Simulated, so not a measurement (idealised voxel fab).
process module | voxel wiring stack
cross-section cut | 300 nm wide | cells 5 nm
A cross-section is a grid of square cells, given in bands from the top down. A band is one or more rows of cells.
Each band's line starts with the height of the band's top and of its bottom, in nm. Then come its materials from left to right, each with its width in nm. One material with "throughout" fills the band from edge to edge. "air" is empty space.
Height 0 is the level under which the wafer as received is all one material. The lowest band goes on downwards, as in "0 down".
A width such as "30 to 40" changes by the same amount from each row of cells to the next, from the band's top row to its bottom row.
"no change" after a step means that no cell of the cross-section changed.
closed voids: empty space of 8 cells or more with no open way to the top, each as width x height at its distance from the left edge, in nm
after a step's settings: what the simulator itself notes on the step
overlay nm, on a step with a mask: how far to the right of its planned place the mask lay; to the left if negative
Each pair below shows a cross-section before one step and the cross-section after it, down to the lowest band that changed. The line under each pair gives the step between them, with its settings. The pairs can come from different runs of this module on the same starting wafer, so a pair continues from the pair above only where its "before" says so.
before
  135 to 115: lowk 80 | TiN 5 | Ru 20 | TiN 5 | lowk 25 | TiN 5 | Ru 20 | TiN 5 | lowk 25 | TiN 5 | Ru 20 | TiN 5 | lowk 80
  115 to 110: SiCN 80 | TiN 30 | SiCN 25 | TiN 30 | SiCN 25 | TiN 30 | SiCN 80
  110 to 90: SiO2 80 | TiN 5 | Ru 5 | TiN 5 | SiO2 40 | TiN 5 | Ru 5 | TiN 5 | SiO2 40 | TiN 5 | Ru 5 | TiN 5 | SiO2 95
  90 to 85: SiCN 80 | TiN 15 | SiCN 40 | TiN 15 | SiCN 40 | TiN 15 | SiCN 95
  85 to 70: SiO2 75 | SiCN 5 | Ru 30 | SiCN 5 | SiO2 15 | SiCN 5 | Ru 30 | SiCN 5 | SiO2 15 | SiCN 5 | Ru 30 | SiCN 5 | SiO2 75
  70 to 65: SiCN 80 | TiN 30 | SiCN 25 | TiN 30 | SiCN 25 | TiN 30 | SiCN 80
  65 to 50: lowk 80 | Ru 15 | lowk 40 | Ru 15 | lowk 40 | Ru 15 | lowk 95
  50 to 45: SiCN 80 | Ru 15 | SiCN 40 | Ru 15 | SiCN 40 | Ru 15 | SiCN 95
  45 to 20: lowk 80 | TiN 5 | Cu 20 | TiN 5 | lowk 25 | TiN 5 | Cu 20 | TiN 5 | lowk 25 | TiN 5 | Cu 20 | TiN 5 | lowk 80
  20 to 15: SiN 80 | TiN 30 | SiN 25 | TiN 30 | SiN 25 | TiN 30 | SiN 80
  15 to 0: SiO2 throughout
  0 down: Si throughout
  closed voids: none
after
  155 to 135: SiO2 throughout
  below 135: unchanged
  closed voids: none
the step between: op DIRECTIONAL_DEP | material SiO2 | thk nm 20
before: the cross-section after the pair above
after
  160 to 155: SiCN throughout
  below 155: unchanged
  closed voids: none
the step between: op CONFORMAL_DEP | material SiCN | thk nm 5
before: the cross-section after the pair above
after
  170 to 160: aC throughout
  below 160: unchanged
  closed voids: none
the step between: op DIRECTIONAL_DEP | material aC | thk nm 10
before: the cross-section after the pair above
after
  195 to 170: resist 80 | air 15 | resist 40 | air 15 | resist 40 | air 15 | resist 95
  below 170: unchanged
  closed voids: none
the step between: op PATTERN | tone open | mask id PLUG_3 | material resist | width nm 15 | pitch nm 55 | thk nm 25 | overlay nm 0
before: the cross-section after the pair above
after
  185 to 170: resist 80 | air 15 | resist 40 | air 15 | resist 40 | air 15 | resist 95
  170 to 160: aC 80 | air 15 | aC 40 | air 15 | aC 40 | air 15 | aC 95
  below 160: unchanged
  closed voids: none
the step between: op DIRECTIONAL_ETCH | etch materials aC | depth nm 10
before: the cross-section after the pair above
after
  170 to 160: aC 80 | air 15 | aC 40 | air 15 | aC 40 | air 15 | aC 95
  below 160: unchanged
  closed voids: none
the step between: op STRIP | etch materials resist
before: the cross-section after the pair above
after
  170 to 160: aC 80 | air 15 | aC 40 | air 15 | aC 40 | air 15 | aC 95
  160 to 155: SiCN 80 | air 15 | SiCN 40 | air 15 | SiCN 40 | air 15 | SiCN 95
  below 155: unchanged
  closed voids: none
the step between: op DIRECTIONAL_ETCH | etch materials SiCN | depth nm 5
before: the cross-section after the pair above
after
  160 to 155: SiCN 80 | air 15 | SiCN 40 | air 15 | SiCN 40 | air 15 | SiCN 95
  below 155: unchanged
  closed voids: none
the step between: op STRIP | etch materials aC
before: the cross-section after the pair above
after
  165 to 160: TiN 85 | air 5 | TiN 50 | air 5 | TiN 50 | air 5 | TiN 100
  160 to 155: SiCN 80 | TiN 15 | SiCN 40 | TiN 15 | SiCN 40 | TiN 15 | SiCN 95
  below 155: unchanged
  closed voids: none
the step between: op CONFORMAL_DEP | material TiN | thk nm 5
before: the cross-section after the pair above
after
  170 to 165: W throughout
  165 to 160: TiN 85 | W 5 | TiN 50 | W 5 | TiN 50 | W 5 | TiN 100
  below 160: unchanged
  closed voids: none
the step between: op FILL_DEP | material W | thk nm 5
before: the cross-section after the pair above
after
  160 to 155: SiCN 80 | TiN 15 | SiCN 40 | TiN 15 | SiCN 40 | TiN 15 | SiCN 95
  below 155: unchanged
  closed voids: none
the step between: op CMP | height nm 160
before: the cross-section after the pair above
after
  165 to 160: SiCN throughout
  below 160: unchanged
  closed voids: none
the step between: op CONFORMAL_DEP | material SiCN | thk nm 5
before: the cross-section after the pair above
after
  180 to 165: SiO2 throughout
  below 165: unchanged
  closed voids: none
the step between: op DIRECTIONAL_DEP | material SiO2 | thk nm 15
before: the cross-section after the pair above
after
  180 to 165: SiO2 80 | air 30 | SiO2 25 | air 30 | SiO2 25 | air 30 | SiO2 80
  below 165: unchanged
  closed voids: none
the step between: op MASKED_ETCH | tone open | mask id METAL_4 | width nm 30 | pitch nm 55 | etch materials SiO2 | depth nm 15 | overlay nm 0
before: the cross-section after the pair above
after
  180 to 165: SiO2 80 | air 30 | SiO2 25 | air 30 | SiO2 25 | air 30 | SiO2 80
  165 to 160: SiCN 80 | air 30 | SiCN 25 | air 30 | SiCN 25 | air 30 | SiCN 80
  below 160: unchanged
  closed voids: none
the step between: op MASKED_ETCH | tone open | mask id METAL_4 | width nm 30 | pitch nm 55 | etch materials SiCN | depth nm 5 | overlay nm 0
before: the cross-section after the pair above
after
  185 to 180: TiN 85 | air 20 | TiN 35 | air 20 | TiN 35 | air 20 | TiN 85
  180 to 165: SiO2 80 | TiN 5 | air 20 | TiN 5 | SiO2 25 | TiN 5 | air 20 | TiN 5 | SiO2 25 | TiN 5 | air 20 | TiN 5 | SiO2 80
  165 to 155: SiCN 80 | TiN 30 to 15 | SiCN 25 to 40 | TiN 30 to 15 | SiCN 25 to 40 | TiN 30 to 15 | SiCN 80 to 95
  below 155: unchanged
  closed voids: none
the step between: op CONFORMAL_DEP | material TiN | thk nm 5
before: the cross-section after the pair above
after
  190 to 185: Ru throughout
  185 to 180: TiN 85 | Ru 20 | TiN 35 | Ru 20 | TiN 35 | Ru 20 | TiN 85
  180 to 165: SiO2 80 | TiN 5 | Ru 20 | TiN 5 | SiO2 25 | TiN 5 | Ru 20 | TiN 5 | SiO2 25 | TiN 5 | Ru 20 | TiN 5 | SiO2 80
  below 165: unchanged
  closed voids: none
the step between: op FILL_DEP | material Ru | thk nm 5
before: the cross-section after the pair above
after
  180 to 165: SiO2 80 | TiN 5 | Ru 20 | TiN 5 | SiO2 25 | TiN 5 | Ru 20 | TiN 5 | SiO2 25 | TiN 5 | Ru 20 | TiN 5 | SiO2 80
  below 165: unchanged
  closed voids: none
the step between: op CMP | height nm 180
before: the cross-section after the pair above
after
  185 to 180: air 75 | Ru 40 | air 15 | Ru 40 | air 15 | Ru 40 | air 75
  below 180: unchanged
  closed voids: none
the step between: op EPI | material Ru | thk nm 5
before: the cross-section after the pair above
after
  190 to 185: SiCN throughout
  185 to 180: SiCN 75 | Ru 40 | SiCN 15 | Ru 40 | SiCN 15 | Ru 40 | SiCN 75
  below 180: unchanged
  closed voids: none
the step between: op FILL_DEP | material SiCN | thk nm 5
before
  45 to 20: lowk 80 | TiN 5 | Cu 20 | TiN 5 | lowk 25 | TiN 5 | Cu 20 | TiN 5 | lowk 25 | TiN 5 | Cu 20 | TiN 5 | lowk 80
  20 to 15: SiN 80 | TiN 30 | SiN 25 | TiN 30 | SiN 25 | TiN 30 | SiN 80
  15 to 0: SiO2 throughout
  0 down: Si throughout
  closed voids: none
after
  60 to 45: SiCN throughout
  below 45: unchanged
  closed voids: none
the step between: op CONFORMAL_DEP | material SiCN | thk nm 15
before: the cross-section after the pair above
after
  75 to 60: lowk throughout
  below 60: unchanged
  closed voids: none
the step between: op DIRECTIONAL_DEP | material lowk | thk nm 15
before: the cross-section after the pair above
after
  75 to 60: lowk 80 | air 15 | lowk 40 | air 15 | lowk 40 | air 15 | lowk 95
  below 60: unchanged
  closed voids: none
the step between: op MASKED_ETCH | tone open | mask id PLUG_1 | width nm 15 | pitch nm 55 | etch materials lowk | depth nm 15 | overlay nm 0
before: the cross-section after the pair above
after
  75 to 60: lowk 80 | air 15 | lowk 40 | air 15 | lowk 40 | air 15 | lowk 95
  60 to 55: SiCN 80 | air 15 | SiCN 40 | air 15 | SiCN 40 | air 15 | SiCN 95
  below 55: unchanged
  closed voids: none
the step between: op MASKED_ETCH | tone open | mask id PLUG_1 | width nm 15 | pitch nm 55 | etch materials SiCN | depth nm 5 | overlay nm 0
before: the cross-section after the pair above
after
  80 to 75: TiN 80 | air 15 | TiN 40 | air 15 | TiN 40 | air 15 | TiN 95
  75 to 60: lowk 80 | air 15 | lowk 40 | air 15 | lowk 40 | air 15 | lowk 95
  60 to 55: SiCN 80 | TiN 15 | SiCN 40 | TiN 15 | SiCN 40 | TiN 15 | SiCN 95
  below 55: unchanged
  closed voids: none
the step between: op DIRECTIONAL_DEP | material TiN | thk nm 5
before: the cross-section after the pair above
after
  95 to 80: Ru 80 | air 15 | Ru 40 | air 15 | Ru 40 | air 15 | Ru 95
  80 to 75: TiN 80 | air 15 | TiN 40 | air 15 | TiN 40 | air 15 | TiN 95
  75 to 60: lowk 80 | Ru 15 | lowk 40 | Ru 15 | lowk 40 | Ru 15 | lowk 95
  below 60: unchanged
  closed voids: none
the step between: op DIRECTIONAL_DEP | material Ru | thk nm 15
before: the cross-section after the pair above
after
  110 to 95: aC 80 | air 15 | aC 40 | air 15 | aC 40 | air 15 | aC 95
  95 to 90: Ru 80 | air 15 | Ru 40 | air 15 | Ru 40 | air 15 | Ru 95
  90 to 80: Ru 80 | aC 15 | Ru 40 | aC 15 | Ru 40 | aC 15 | Ru 95
  80 to 75: TiN 80 | aC 15 | TiN 40 | aC 15 | TiN 40 | aC 15 | TiN 95
  below 75: unchanged
  closed voids: none
the step between: op DIRECTIONAL_DEP | material aC | thk nm 15
before: the cross-section after the pair above
after
  145 to 110: air 80 | resist 30 | air 25 | resist 30 | air 25 | resist 30 | air 80
  110 to 95: aC 80 | resist 15 | aC 40 | resist 15 | aC 40 | resist 15 | aC 95
  95 to 90: Ru 80 | resist 15 | Ru 40 | resist 15 | Ru 40 | resist 15 | Ru 95
  below 90: unchanged
  closed voids: none
the step between: op PATTERN | tone cover | mask id METAL_2 | material resist | width nm 30 | pitch nm 55 | thk nm 35 | overlay nm 0
before: the cross-section after the pair above
after
  130 to 110: air 80 | resist 30 | air 25 | resist 30 | air 25 | resist 30 | air 80
  110 to 95: air 80 | resist 15 | aC 15 | air 25 | resist 15 | aC 15 | air 25 | resist 15 | aC 15 | air 80
  below 95: unchanged
  closed voids: none
the step between: op DIRECTIONAL_ETCH | etch materials aC | depth nm 15
before: the cross-section after the pair above
after
  110 to 95: air 95 | aC 15 | air 40 | aC 15 | air 40 | aC 15 | air 80
  95 to 90: Ru 80 | air 15 | Ru 40 | air 15 | Ru 40 | air 15 | Ru 95
  below 90: unchanged
  closed voids: none
the step between: op STRIP | etch materials resist
before: the cross-section after the pair above
after
  110 to 95: air 95 | aC 15 | air 40 | aC 15 | air 40 | aC 15 | air 80
  95 to 90: air 95 | Ru 15 | air 40 | Ru 15 | air 40 | Ru 15 | air 80
  90 to 80: air 80 | aC 15 | Ru 15 | air 25 | aC 15 | Ru 15 | air 25 | aC 15 | Ru 15 | air 80
  below 80: unchanged
  closed voids: none
the step between: op DIRECTIONAL_ETCH | etch materials Ru | depth nm 15
before: the cross-section after the pair above
after
  110 to 95: air 95 | aC 15 | air 40 | aC 15 | air 40 | aC 15 | air 80
  95 to 90: air 95 | Ru 15 | air 40 | Ru 15 | air 40 | Ru 15 | air 80
  90 to 80: air 80 | aC 15 | Ru 15 | air 25 | aC 15 | Ru 15 | air 25 | aC 15 | Ru 15 | air 80
  80 to 75: air 80 | aC 15 | TiN 15 | air 25 | aC 15 | TiN 15 | air 25 | aC 15 | TiN 15 | air 80
  below 75: unchanged
  closed voids: none
the step between: op DIRECTIONAL_ETCH | etch materials TiN | depth nm 5
before: the cross-section after the pair above
after
  95 to 80: air 95 | Ru 15 | air 40 | Ru 15 | air 40 | Ru 15 | air 80
  80 to 75: air 95 | TiN 15 | air 40 | TiN 15 | air 40 | TiN 15 | air 80
  below 75: unchanged
  closed voids: none
the step between: op STRIP | etch materials aC
before: the cross-section after the pair above
after
  100 to 95: air 90 | SiCN 25 | air 30 | SiCN 25 | air 30 | SiCN 25 | air 75
  95 to 80: air 90 | SiCN 5 | Ru 15 | SiCN 5 | air 30 | SiCN 5 | Ru 15 | SiCN 5 | air 30 | SiCN 5 | Ru 15 | SiCN 5 | air 75
  80 to 75: SiCN 95 | TiN 15 | SiCN 40 | TiN 15 | SiCN 40 | TiN 15 | SiCN 80
  below 75: unchanged
  closed voids: none
the step between: op CONFORMAL_DEP | material SiCN | thk nm 5
before: the cross-section after the pair above
after
  105 to 100: SiO2 throughout
  100 to 95: SiO2 90 | SiCN 25 | SiO2 30 | SiCN 25 | SiO2 30 | SiCN 25 | SiO2 75
  95 to 80: SiO2 90 | SiCN 5 | Ru 15 | SiCN 5 | SiO2 30 | SiCN 5 | Ru 15 | SiCN 5 | SiO2 30 | SiCN 5 | Ru 15 | SiCN 5 | SiO2 75
  below 80: unchanged
  closed voids: none
the step between: op FILL_DEP | material SiO2 | thk nm 5
before: the cross-section after the pair above
after
  85 to 80: SiO2 90 | SiCN 5 | Ru 15 | SiCN 5 | SiO2 30 | SiCN 5 | Ru 15 | SiCN 5 | SiO2 30 | SiCN 5 | Ru 15 | SiCN 5 | SiO2 75
  below 80: unchanged
  closed voids: none
the step between: op CMP | height nm 85
before: the cross-section after the pair above
after
  90 to 85: SiCN throughout
  below 85: unchanged
  closed voids: none
the step between: op CONFORMAL_DEP | material SiCN | thk nm 5
before: the cross-section after the pair above
after
  110 to 90: SiO2 throughout
  below 90: unchanged
  closed voids: none
the step between: op DIRECTIONAL_DEP | material SiO2 | thk nm 20
before: the cross-section after the pair above
after
  125 to 110: resist 80 | air 15 | resist 40 | air 15 | resist 40 | air 15 | resist 95
  below 110: unchanged
  closed voids: none
the step between: op PATTERN | tone open | mask id PLUG_2 | material resist | width nm 15 | pitch nm 55 | thk nm 15 | overlay nm 0
before: the cross-section after the pair above
after
  125 to 110: resist 80 | air 15 | resist 40 | air 15 | resist 40 | air 15 | resist 95
  110 to 90: SiO2 80 | air 15 | SiO2 40 | air 15 | SiO2 40 | air 15 | SiO2 95
  below 90: unchanged
  closed voids: none
the step between: op DIRECTIONAL_ETCH | etch materials SiO2 | depth nm 20
before: the cross-section after the pair above
after
  125 to 110: resist 80 | air 15 | resist 40 | air 15 | resist 40 | air 15 | resist 95
  110 to 90: SiO2 80 | air 15 | SiO2 40 | air 15 | SiO2 40 | air 15 | SiO2 95
  90 to 85: SiCN 80 | air 15 | SiCN 40 | air 15 | SiCN 40 | air 15 | SiCN 95
  below 85: unchanged
  closed voids: none
the step between: op DIRECTIONAL_ETCH | etch materials SiCN | depth nm 5
before: the cross-section after the pair above
after
  110 to 90: SiO2 80 | air 15 | SiO2 40 | air 15 | SiO2 40 | air 15 | SiO2 95
  below 90: unchanged
  closed voids: none
the step between: op STRIP | etch materials resist
before: the cross-section after the pair above
after
  115 to 110: TiN 85 | air 5 | TiN 50 | air 5 | TiN 50 | air 5 | TiN 100
  110 to 90: SiO2 80 | TiN 5 | air 5 | TiN 5 | SiO2 40 | TiN 5 | air 5 | TiN 5 | SiO2 40 | TiN 5 | air 5 | TiN 5 | SiO2 95
  90 to 85: SiCN 80 | TiN 15 | SiCN 40 | TiN 15 | SiCN 40 | TiN 15 | SiCN 95
  below 85: unchanged
  closed voids: none
the step between: op CONFORMAL_DEP | material TiN | thk nm 5
before: the cross-section after the pair above
after
  125 to 115: Ru throughout
  115 to 110: TiN 85 | Ru 5 | TiN 50 | Ru 5 | TiN 50 | Ru 5 | TiN 100
  110 to 90: SiO2 80 | TiN 5 | Ru 5 | TiN 5 | SiO2 40 | TiN 5 | Ru 5 | TiN 5 | SiO2 40 | TiN 5 | Ru 5 | TiN 5 | SiO2 95
  below 90: unchanged
  closed voids: none
the step between: op FILL_DEP | material Ru | thk nm 10
before: the cross-section after the pair above
after
  110 to 90: SiO2 80 | TiN 5 | Ru 5 | TiN 5 | SiO2 40 | TiN 5 | Ru 5 | TiN 5 | SiO2 40 | TiN 5 | Ru 5 | TiN 5 | SiO2 95
  below 90: unchanged
  closed voids: none
the step between: op CMP | height nm 110
before: the cross-section after the pair above
after
  115 to 110: SiCN throughout
  below 110: unchanged
  closed voids: none
the step between: op CONFORMAL_DEP | material SiCN | thk nm 5
before: the cross-section after the pair above
after
  135 to 115: lowk throughout
  below 115: unchanged
  closed voids: none
the step between: op DIRECTIONAL_DEP | material lowk | thk nm 20
before: the cross-section after the pair above
after
  150 to 135: resist 80 | air 30 | resist 25 | air 30 | resist 25 | air 30 | resist 80
  below 135: unchanged
  closed voids: none
the step between: op PATTERN | tone open | mask id METAL_3 | material resist | width nm 30 | pitch nm 55 | thk nm 15 | overlay nm 0
before: the cross-section after the pair above
after
  150 to 135: resist 80 | air 30 | resist 25 | air 30 | resist 25 | air 30 | resist 80
  135 to 115: lowk 80 | air 30 | lowk 25 | air 30 | lowk 25 | air 30 | lowk 80
  below 115: unchanged
  closed voids: none
the step between: op DIRECTIONAL_ETCH | etch materials lowk | depth nm 20
before: the cross-section after the pair above
after
  150 to 135: resist 80 | air 30 | resist 25 | air 30 | resist 25 | air 30 | resist 80
  135 to 115: lowk 80 | air 30 | lowk 25 | air 30 | lowk 25 | air 30 | lowk 80
  115 to 110: SiCN 80 | air 30 | SiCN 25 | air 30 | SiCN 25 | air 30 | SiCN 80
  below 110: unchanged
  closed voids: none
the step between: op DIRECTIONAL_ETCH | etch materials SiCN | depth nm 5
before: the cross-section after the pair above
after
  135 to 115: lowk 80 | air 30 | lowk 25 | air 30 | lowk 25 | air 30 | lowk 80
  below 115: unchanged
  closed voids: none
the step between: op STRIP | etch materials resist
before: the cross-section after the pair above
after
  140 to 135: TiN 85 | air 20 | TiN 35 | air 20 | TiN 35 | air 20 | TiN 85
  135 to 115: lowk 80 | TiN 5 | air 20 | TiN 5 | lowk 25 | TiN 5 | air 20 | TiN 5 | lowk 25 | TiN 5 | air 20 | TiN 5 | lowk 80
  115 to 110: SiCN 80 | TiN 30 | SiCN 25 | TiN 30 | SiCN 25 | TiN 30 | SiCN 80
  below 110: unchanged
  closed voids: none
the step between: op CONFORMAL_DEP | material TiN | thk nm 5
before: the cross-section after the pair above
after
  145 to 140: Ru throughout
  140 to 135: TiN 85 | Ru 20 | TiN 35 | Ru 20 | TiN 35 | Ru 20 | TiN 85
  135 to 115: lowk 80 | TiN 5 | Ru 20 | TiN 5 | lowk 25 | TiN 5 | Ru 20 | TiN 5 | lowk 25 | TiN 5 | Ru 20 | TiN 5 | lowk 80
  below 115: unchanged
  closed voids: none
the step between: op FILL_DEP | material Ru | thk nm 5
before: the cross-section after the pair above
after
  135 to 115: lowk 80 | TiN 5 | Ru 20 | TiN 5 | lowk 25 | TiN 5 | Ru 20 | TiN 5 | lowk 25 | TiN 5 | Ru 20 | TiN 5 | lowk 80
  below 115: unchanged
  closed voids: none
the step between: op CMP | height nm 135
before: the cross-section after the pair above
after
  140 to 135: SiCN throughout
  below 135: unchanged
  closed voids: none
the step between: op CONFORMAL_DEP | material SiCN | thk nm 5
before: the cross-section after the pair above
after
  160 to 140: SiO2 throughout
  below 140: unchanged
  closed voids: none
the step between: op DIRECTIONAL_DEP | material SiO2 | thk nm 20
before: the cross-section after the pair above
after
  170 to 160: aC throughout
  below 160: unchanged
  closed voids: none
the step between: op DIRECTIONAL_DEP | material aC | thk nm 10
before: the cross-section after the pair above
after
  195 to 170: resist 80 | air 15 | resist 40 | air 15 | resist 40 | air 15 | resist 95
  below 170: unchanged
  closed voids: none
the step between: op PATTERN | tone open | mask id PLUG_3 | material resist | width nm 15 | pitch nm 55 | thk nm 25 | overlay nm 0
before: the cross-section after the pair above
after
  185 to 170: resist 80 | air 15 | resist 40 | air 15 | resist 40 | air 15 | resist 95
  170 to 160: aC 80 | air 15 | aC 40 | air 15 | aC 40 | air 15 | aC 95
  below 160: unchanged
  closed voids: none
the step between: op DIRECTIONAL_ETCH | etch materials aC | depth nm 10
before: the cross-section after the pair above
after
  170 to 160: aC 80 | air 15 | aC 40 | air 15 | aC 40 | air 15 | aC 95
  below 160: unchanged
  closed voids: none
the step between: op STRIP | etch materials resist
before: the cross-section after the pair above
after
  170 to 160: aC 80 | air 15 | aC 40 | air 15 | aC 40 | air 15 | aC 95
  160 to 140: SiO2 80 | air 15 | SiO2 40 | air 15 | SiO2 40 | air 15 | SiO2 95
  below 140: unchanged
  closed voids: none
the step between: op DIRECTIONAL_ETCH | etch materials SiO2 | depth nm 20
before: the cross-section after the pair above
after
  170 to 160: aC 80 | air 15 | aC 40 | air 15 | aC 40 | air 15 | aC 95
  160 to 140: SiO2 80 | air 15 | SiO2 40 | air 15 | SiO2 40 | air 15 | SiO2 95
  140 to 135: SiCN 80 | air 15 | SiCN 40 | air 15 | SiCN 40 | air 15 | SiCN 95
  below 135: unchanged
  closed voids: none
the step between: op DIRECTIONAL_ETCH | etch materials SiCN | depth nm 5
before: the cross-section after the pair above
after
  160 to 140: SiO2 80 | air 15 | SiO2 40 | air 15 | SiO2 40 | air 15 | SiO2 95
  below 140: unchanged
  closed voids: none
the step between: op STRIP | etch materials aC
before: the cross-section after the pair above
after
  165 to 160: TiN 85 | air 5 | TiN 50 | air 5 | TiN 50 | air 5 | TiN 100
  160 to 140: SiO2 80 | TiN 5 | air 5 | TiN 5 | SiO2 40 | TiN 5 | air 5 | TiN 5 | SiO2 40 | TiN 5 | air 5 | TiN 5 | SiO2 95
  140 to 135: SiCN 80 | TiN 15 | SiCN 40 | TiN 15 | SiCN 40 | TiN 15 | SiCN 95
  below 135: unchanged
  closed voids: none
the step between: op CONFORMAL_DEP | material TiN | thk nm 5
before: the cross-section after the pair above
after
  170 to 165: W throughout
  165 to 160: TiN 85 | W 5 | TiN 50 | W 5 | TiN 50 | W 5 | TiN 100
  160 to 140: SiO2 80 | TiN 5 | W 5 | TiN 5 | SiO2 40 | TiN 5 | W 5 | TiN 5 | SiO2 40 | TiN 5 | W 5 | TiN 5 | SiO2 95
  below 140: unchanged
  closed voids: none
the step between: op FILL_DEP | material W | thk nm 5
before: the cross-section after the pair above
after
  160 to 140: SiO2 80 | TiN 5 | W 5 | TiN 5 | SiO2 40 | TiN 5 | W 5 | TiN 5 | SiO2 40 | TiN 5 | W 5 | TiN 5 | SiO2 95
  below 140: unchanged
  closed voids: none
the step between: op CMP | height nm 160
before: the cross-section after the pair above
after
  165 to 160: SiCN throughout
  below 160: unchanged
  closed voids: none
the step between: op CONFORMAL_DEP | material SiCN | thk nm 5
before: the cross-section after the pair above
after
  180 to 165: SiO2 throughout
  below 165: unchanged
  closed voids: none
the step between: op DIRECTIONAL_DEP | material SiO2 | thk nm 15
before: the cross-section after the pair above
after
  180 to 165: SiO2 80 | air 30 | SiO2 25 | air 30 | SiO2 25 | air 30 | SiO2 80
  below 165: unchanged
  closed voids: none
the step between: op MASKED_ETCH | tone open | mask id METAL_4 | width nm 30 | pitch nm 55 | etch materials SiO2 | depth nm 15 | overlay nm 0
before: the cross-section after the pair above
after
  180 to 165: SiO2 80 | air 30 | SiO2 25 | air 30 | SiO2 25 | air 30 | SiO2 80
  165 to 160: SiCN 80 | air 30 | SiCN 25 | air 30 | SiCN 25 | air 30 | SiCN 80
  below 160: unchanged
  closed voids: none
the step between: op MASKED_ETCH | tone open | mask id METAL_4 | width nm 30 | pitch nm 55 | etch materials SiCN | depth nm 5 | overlay nm 0
before: the cross-section after the pair above
after
  185 to 180: TiN 85 | air 20 | TiN 35 | air 20 | TiN 35 | air 20 | TiN 85
  180 to 165: SiO2 80 | TiN 5 | air 20 | TiN 5 | SiO2 25 | TiN 5 | air 20 | TiN 5 | SiO2 25 | TiN 5 | air 20 | TiN 5 | SiO2 80
  165 to 160: SiCN 80 | TiN 30 | SiCN 25 | TiN 30 | SiCN 25 | TiN 30 | SiCN 80
  below 160: unchanged
  closed voids: none
the step between: op CONFORMAL_DEP | material TiN | thk nm 5
before: the cross-section after the pair above
after
  190 to 185: Ru throughout
  185 to 180: TiN 85 | Ru 20 | TiN 35 | Ru 20 | TiN 35 | Ru 20 | TiN 85
  180 to 165: SiO2 80 | TiN 5 | Ru 20 | TiN 5 | SiO2 25 | TiN 5 | Ru 20 | TiN 5 | SiO2 25 | TiN 5 | Ru 20 | TiN 5 | SiO2 80
  below 165: unchanged
  closed voids: none
the step between: op FILL_DEP | material Ru | thk nm 5
before: the cross-section after the pair above
after
  180 to 165: SiO2 80 | TiN 5 | Ru 20 | TiN 5 | SiO2 25 | TiN 5 | Ru 20 | TiN 5 | SiO2 25 | TiN 5 | Ru 20 | TiN 5 | SiO2 80
  below 165: unchanged
  closed voids: none
the step between: op CMP | height nm 180
before: the cross-section after the pair above
after
  185 to 180: air 75 | Ru 40 | air 15 | Ru 40 | air 15 | Ru 40 | air 75
  below 180: unchanged
  closed voids: none
the step between: op EPI | material Ru | thk nm 5
before: the cross-section after the pair above
after
  190 to 185: SiCN throughout
  185 to 180: SiCN 75 | Ru 40 | SiCN 15 | Ru 40 | SiCN 15 | Ru 40 | SiCN 75
  below 180: unchanged
  closed voids: none
the step between: op FILL_DEP | material SiCN | thk nm 5
before
  180 to 165: SiO2 throughout
  165 to 160: SiCN throughout
  160 to 140: SiO2 80 | TiN 5 | W 5 | TiN 5 | SiO2 40 | TiN 5 | W 5 | TiN 5 | SiO2 40 | TiN 5 | W 5 | TiN 5 | SiO2 95
  140 to 135: SiCN 80 | TiN 15 | SiCN 40 | TiN 15 | SiCN 40 | TiN 15 | SiCN 95
  135 to 115: lowk 80 | TiN 5 | Ru 20 | TiN 5 | lowk 25 | TiN 5 | Ru 20 | TiN 5 | lowk 25 | TiN 5 | Ru 20 | TiN 5 | lowk 80
  115 to 110: SiCN 80 | TiN 30 | SiCN 25 | TiN 30 | SiCN 25 | TiN 30 | SiCN 80
  110 to 90: SiO2 80 | TiN 5 | Ru 5 | TiN 5 | SiO2 40 | TiN 5 | Ru 5 | TiN 5 | SiO2 40 | TiN 5 | Ru 5 | TiN 5 | SiO2 95
  90 to 85: SiCN 80 | TiN 15 | SiCN 40 | TiN 15 | SiCN 40 | TiN 15 | SiCN 95
  85 to 70: SiO2 75 | SiCN 5 | Ru 30 | SiCN 5 | SiO2 15 | SiCN 5 | Ru 30 | SiCN 5 | SiO2 15 | SiCN 5 | Ru 30 | SiCN 5 | SiO2 75
  70 to 65: SiCN 80 | TiN 30 | SiCN 25 | TiN 30 | SiCN 25 | TiN 30 | SiCN 80
  65 to 50: lowk 80 | Ru 15 | lowk 40 | Ru 15 | lowk 40 | Ru 15 | lowk 95
  50 to 45: SiCN 80 | Ru 15 | SiCN 40 | Ru 15 | SiCN 40 | Ru 15 | SiCN 95
  45 to 20: lowk 80 | TiN 5 | Cu 20 | TiN 5 | lowk 25 | TiN 5 | Cu 20 | TiN 5 | lowk 25 | TiN 5 | Cu 20 | TiN 5 | lowk 80
  20 to 15: SiN 80 | TiN 30 | SiN 25 | TiN 30 | SiN 25 | TiN 30 | SiN 80
  15 to 0: SiO2 throughout
  0 down: Si throughout
  closed voids: none
after
  180 to 165: SiO2 80 | air 35 | SiO2 20 | air 35 | SiO2 20 | air 35 | SiO2 75
  below 165: unchanged
  closed voids: none
the step between: op MASKED_ETCH | tone open | mask id METAL_4 | width nm 35 | pitch nm 55 | etch materials SiO2 | depth nm 15 | overlay nm 0
before: the cross-section after the pair above
after
  180 to 165: SiO2 80 | air 35 | SiO2 20 | air 35 | SiO2 20 | air 35 | SiO2 75
  165 to 160: SiCN 80 | air 30 | SiCN 25 | air 30 | SiCN 25 | air 30 | SiCN 80
  below 160: unchanged
  closed voids: none
the step between: op MASKED_ETCH | tone open | mask id METAL_4 | width nm 30 | pitch nm 55 | etch materials SiCN | depth nm 5 | overlay nm 0
before: the cross-section after the pair above
after
  185 to 180: TiN 85 | air 25 | TiN 30 | air 25 | TiN 30 | air 25 | TiN 80
  180 to 170: SiO2 80 | TiN 5 | air 25 | TiN 5 | SiO2 20 | TiN 5 | air 25 | TiN 5 | SiO2 20 | TiN 5 | air 25 | TiN 5 | SiO2 75
  170 to 165: SiO2 80 | TiN 5 | air 20 | TiN 10 | SiO2 20 | TiN 5 | air 20 | TiN 10 | SiO2 20 | TiN 5 | air 20 | TiN 10 | SiO2 75
  165 to 160: SiCN 80 | TiN 30 | SiCN 25 | TiN 30 | SiCN 25 | TiN 30 | SiCN 80
  below 160: unchanged
  closed voids: none
the step between: op CONFORMAL_DEP | material TiN | thk nm 5
before: the cross-section after the pair above
after
  190 to 185: Ru throughout
  185 to 180: TiN 85 | Ru 25 | TiN 30 | Ru 25 | TiN 30 | Ru 25 | TiN 80
  180 to 170: SiO2 80 | TiN 5 | Ru 25 | TiN 5 | SiO2 20 | TiN 5 | Ru 25 | TiN 5 | SiO2 20 | TiN 5 | Ru 25 | TiN 5 | SiO2 75
  170 to 165: SiO2 80 | TiN 5 | Ru 20 | TiN 10 | SiO2 20 | TiN 5 | Ru 20 | TiN 10 | SiO2 20 | TiN 5 | Ru 20 | TiN 10 | SiO2 75
  below 165: unchanged
  closed voids: none
the step between: op FILL_DEP | material Ru | thk nm 5
